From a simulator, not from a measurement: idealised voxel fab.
process module | voxel transistor to metal
FYI the section here is cut, 160 nm wide, cells are 5 nm squares.
If you're reading a cross-section in this doc, picture square cells in a grid; it comes to you as bands, top ones listed first down to the bottom, and a band can be one or more rows of cells. Read a band's entry like this: the first values are the height of its top and the height of its bottom in nm, and what follows is the sequence of materials from left to right, each with its width in nm. Note that "empty" is empty space, and that a single material marked "full width" reaches across the band from edge to edge. We count height from 0. Below that, the starting wafer is all one material. The lowest band never ends at the bottom but goes on down; see "0..down" for how that is written. A two-number width, for instance "30..40", indicates that the width is equal to the first number in the top row of the band and to the second number in the bottom row, and that it changes by a constant amount per row of cells. What does "same as before" mean for a step? It means no cell of the cross-section changed in that step. "Completely sealed voids" enumerates empty spaces isolated from the top, with no open way to it, that contain at least 8 cells, giving each as width x height at distance from the left edge, all three in nm. What comes after the settings on a step's line is commentary from the simulator itself on that step. You can add "overlay nm" to a step's line. For a step with a mask, it describes how far the mask lay to the right of its planned position, and a negative number describes a lay to the left.
### Process steps (planned)
1: RECEIVE [material Si]
2: CONFORMAL_DEP [material SiO2] [thk nm 5]
3: CONFORMAL_DEP [material SiN] [thk nm 10]
4: PATTERN [tone cover] [mask id ACTIVE] [material resist] [width nm 125] [thk nm 20] [overlay nm 0]
5: DIRECTIONAL_ETCH [etch materials SiN] [depth nm 10]
6: DIRECTIONAL_ETCH [etch materials SiO2] [depth nm 5]
7: DIRECTIONAL_ETCH [etch materials Si] [depth nm 35]
8: STRIP [etch materials resist]
9: FILL_DEP [material SiO2] [thk nm 15]
10: CMP [height nm 15]
11: SELECTIVE_ETCH [etch materials SiO2] [depth nm 5]
12: STRIP [etch materials SiN]
13: SELECTIVE_ETCH [etch materials SiO2] [depth nm 5]
14: OXIDIZE [depth nm 5]
15: DIRECTIONAL_DEP [material polySi] [thk nm 20]
16: DIRECTIONAL_DEP [material SiCN] [thk nm 10]
17: PATTERN [tone cover] [mask id GATE] [material resist] [width nm 35] [thk nm 15] [overlay nm 0]
18: DIRECTIONAL_ETCH [etch materials SiCN] [depth nm 20]
19: DIRECTIONAL_ETCH [etch materials polySi] [depth nm 30]
20: STRIP [etch materials resist]
21: CONFORMAL_DEP [material SiO2] [thk nm 5]
22: DIRECTIONAL_ETCH [etch materials SiO2] [depth nm 5]
23: CONFORMAL_DEP [material SiN] [thk nm 5]
24: DIRECTIONAL_ETCH [etch materials SiN] [depth nm 5]
25: DIRECTIONAL_ETCH [etch materials SiO2] [depth nm 5]
26: DIRECTIONAL_ETCH [etch materials Si] [depth nm 5]
27: EPI [material SiGe] [thk nm 5]
28: FILL_DEP [material SiO2] [thk nm 5]
29: CMP [height nm 20]
30: STRIP [etch materials polySi]
31: SELECTIVE_ETCH [etch materials SiO2] [depth nm 5]
32: CONFORMAL_DEP [material HfO2] [thk nm 5]
33: CONFORMAL_DEP [material TiN] [thk nm 5]
34: FILL_DEP [material W] [thk nm 5]
35: CMP [height nm 15]
36: DIRECTIONAL_DEP [material SiO2] [thk nm 15]
37: MASKED_ETCH [tone open] [mask id CONTACT] [width nm 20] [pitch nm 85] [etch materials SiO2] [depth nm 35] [overlay nm 0]
38: CONFORMAL_DEP [material TiN] [thk nm 5]
39: FILL_DEP [material Ru] [thk nm 5]
40: CMP [height nm 30]
41: CONFORMAL_DEP [material SiN] [thk nm 5]
42: DIRECTIONAL_DEP [material lowk] [thk nm 20]
43: PATTERN [tone open] [mask id METAL_1] [material resist] [width nm 20] [pitch nm 85] [thk nm 20] [overlay nm 0]
44: DIRECTIONAL_ETCH [etch materials lowk] [depth nm 20]
45: DIRECTIONAL_ETCH [etch materials SiN] [depth nm 5]
46: STRIP [etch materials resist]
47: CONFORMAL_DEP [material TiN] [thk nm 5]
48: FILL_DEP [material Ru] [thk nm 5]
49: CMP [height nm 55]
50: CONFORMAL_DEP [material SiCN] [thk nm 5]
51: DIRECTIONAL_DEP [material SiO2] [thk nm 30]
52: PATTERN [tone open] [mask id METAL_2_HOLES] [material resist] [width nm 15] [pitch nm 85] [thk nm 20] [overlay nm 0]
53: DIRECTIONAL_ETCH [etch materials SiO2] [depth nm 30]
54: STRIP [etch materials resist]
55: PATTERN [tone open] [mask id METAL_2] [material resist] [width nm 20] [pitch nm 85] [thk nm 15] [overlay nm 0]
56: DIRECTIONAL_ETCH [etch materials SiO2] [depth nm 15]
57: DIRECTIONAL_ETCH [etch materials SiCN] [depth nm 5]
58: STRIP [etch materials resist]
59: CONFORMAL_DEP [material TiN] [thk nm 5]
60: FILL_DEP [material Cu] [thk nm 10]
61: CMP [height nm 90]
62: CONFORMAL_DEP [material SiN] [thk nm 5]
For clarity, it should be stated that the wafers under discussion commence in an identical condition and differ with respect to the depth nm of step 31, the plan indicating the value that the first wafer had.
### Cut through the first of several wafers as received, post step 1
- 0..down | Si full width
- Completely sealed voids: none
### The figure below presents a cross-section of the first of several wafers at the conclusion of the module, following its last step, step 62
- 95..90 | SiN full width
- 90..80 | SiO2 25 nm, TiN 5 nm, Cu 10 nm, TiN 5 nm, SiO2 65 nm, TiN 5 nm, Cu 10 nm, TiN 5 nm, SiO2 30 nm
- 80..75 | SiO2 25 nm, TiN 5 nm, Cu 5 nm, TiN 10 nm, SiO2 65 nm, TiN 5 nm, Cu 5 nm, TiN 10 nm, SiO2 30 nm
- 75..60 | SiO2 25 nm, TiN 5 nm, Cu 5 nm, TiN 5 nm, SiO2 70 nm, TiN 5 nm, Cu 5 nm, TiN 5 nm, SiO2 35 nm
- 60..55 | SiCN 25 nm, TiN 15 nm, SiCN 70 nm, TiN 15 nm, SiCN 35 nm
- 55..35 | lowk 25 nm, TiN 5 nm, Ru 10 nm, TiN 5 nm, lowk 65 nm, TiN 5 nm, Ru 10 nm, TiN 5 nm, lowk 30 nm
- 35..30 | SiN 25 nm, TiN 20 nm, SiN 65 nm, TiN 20 nm, SiN 30 nm
- 30..15 | SiO2 25 nm, TiN 5 nm, Ru 10 nm, TiN 5 nm, SiO2 65 nm, TiN 5 nm, Ru 10 nm, TiN 5 nm, SiO2 30 nm
- 15..5 | SiO2 25 nm, TiN 5 nm, Ru 10 nm, TiN 5 nm, SiO2 5 nm, SiN 5 nm, HfO2 5 nm, TiN 5 nm, W 25 nm, TiN 5 nm, HfO2 5 nm, SiN 5 nm, SiO2 5 nm, TiN 5 nm, Ru 10 nm, TiN 5 nm, SiO2 30 nm
- 5..0 | SiO2 15 nm, SiN 5 nm, SiO2 5 nm, TiN 5 nm, Ru 10 nm, TiN 5 nm, SiO2 5 nm, SiN 5 nm, HfO2 5 nm, TiN 35 nm, HfO2 5 nm, SiN 5 nm, SiO2 5 nm, TiN 5 nm, Ru 10 nm, TiN 5 nm, SiO2 5 nm, SiN 5 nm, SiO2 20 nm
- 0..-5 | SiO2 20 nm, SiGe 5 nm, TiN 20 nm, SiGe 5 nm, SiO2 5 nm, HfO2 45 nm, SiO2 5 nm, SiGe 5 nm, TiN 20 nm, SiGe 5 nm, SiO2 25 nm
- -5..-10 | SiO2 15 nm, Si 5 nm, SiGe 30 nm, Si 55 nm, SiGe 30 nm, Si 5 nm, SiO2 20 nm
- -10..-35 | SiO2 15 nm, Si 125 nm, SiO2 20 nm
- -35..down | Si full width
- Completely sealed voids: none
### last wafer at the end
- 95..90 | SiN full width
- 90..80 | SiO2 25 nm, TiN 5 nm, Cu 10 nm, TiN 5 nm, SiO2 65 nm, TiN 5 nm, Cu 10 nm, TiN 5 nm, SiO2 30 nm
- 80..75 | SiO2 25 nm, TiN 5 nm, Cu 5 nm, TiN 10 nm, SiO2 65 nm, TiN 5 nm, Cu 5 nm, TiN 10 nm, SiO2 30 nm
- 75..60 | SiO2 25 nm, TiN 5 nm, Cu 5 nm, TiN 5 nm, SiO2 70 nm, TiN 5 nm, Cu 5 nm, TiN 5 nm, SiO2 35 nm
- 60..55 | SiCN 25 nm, TiN 15 nm, SiCN 70 nm, TiN 15 nm, SiCN 35 nm
- 55..35 | lowk 25 nm, TiN 5 nm, Ru 10 nm, TiN 5 nm, lowk 65 nm, TiN 5 nm, Ru 10 nm, TiN 5 nm, lowk 30 nm
- 35..30 | SiN 25 nm, TiN 20 nm, SiN 65 nm, TiN 20 nm, SiN 30 nm
- 30..20 | SiO2 25 nm, TiN 5 nm, Ru 10 nm, TiN 5 nm, SiO2 65 nm, TiN 5 nm, Ru 10 nm, TiN 5 nm, SiO2 30 nm
- 20..15 | SiO2 25 nm, TiN 20 nm, SiO2 65 nm, TiN 20 nm, SiO2 30 nm
- 15..10 | TiN 45 nm, HfO2 5 nm, SiN 5 nm, HfO2 5 nm, TiN 5 nm, W 25 nm, TiN 5 nm, HfO2 5 nm, SiN 5 nm, HfO2 5 nm, TiN 50 nm
- 10..5 | HfO2 50 nm, SiN 5 nm, HfO2 5 nm, TiN 5 nm, W 25 nm, TiN 5 nm, HfO2 5 nm, SiN 5 nm, HfO2 55 nm
- 5..0 | SiO2 15 nm, SiN 5 nm, SiO2 30 nm, SiN 5 nm, HfO2 5 nm, TiN 35 nm, HfO2 5 nm, SiN 5 nm, SiO2 30 nm, SiN 5 nm, SiO2 20 nm
- 0..-5 | SiO2 20 nm, SiGe 5 nm, SiO2 20 nm, SiGe 5 nm, HfO2 55 nm, SiGe 5 nm, SiO2 20 nm, SiGe 5 nm, SiO2 25 nm
- -5..-10 | SiO2 15 nm, Si 5 nm, SiGe 30 nm, Si 55 nm, SiGe 30 nm, Si 5 nm, SiO2 20 nm
- -10..-35 | SiO2 15 nm, Si 125 nm, SiO2 20 nm
- -35..down | Si full width
- Completely sealed voids: none
### Take any row and you have a wafer at the end of the module: how many cells of each material it has gained (+) or lost (-) since it was received, and then its closed voids
depth nm 5 | +16 Cu | +15 HfO2 | +40 Ru | -86 Si | +26 SiCN | +16 SiGe | +64 SiN | +312 SiO2 | +99 TiN | +10 W | +96 lowk | Completely sealed voids: none
depth nm 10 | +16 Cu | +38 HfO2 | +24 Ru | -86 Si | +26 SiCN | +16 SiGe | +64 SiN | +321 SiO2 | +83 TiN | +10 W | +96 lowk | Completely sealed voids: none
depth nm 15 | +16 Cu | +40 HfO2 | +24 Ru | -86 Si | +26 SiCN | +16 SiGe | +64 SiN | +300 SiO2 | +102 TiN | +10 W | +96 lowk | Completely sealed voids: none
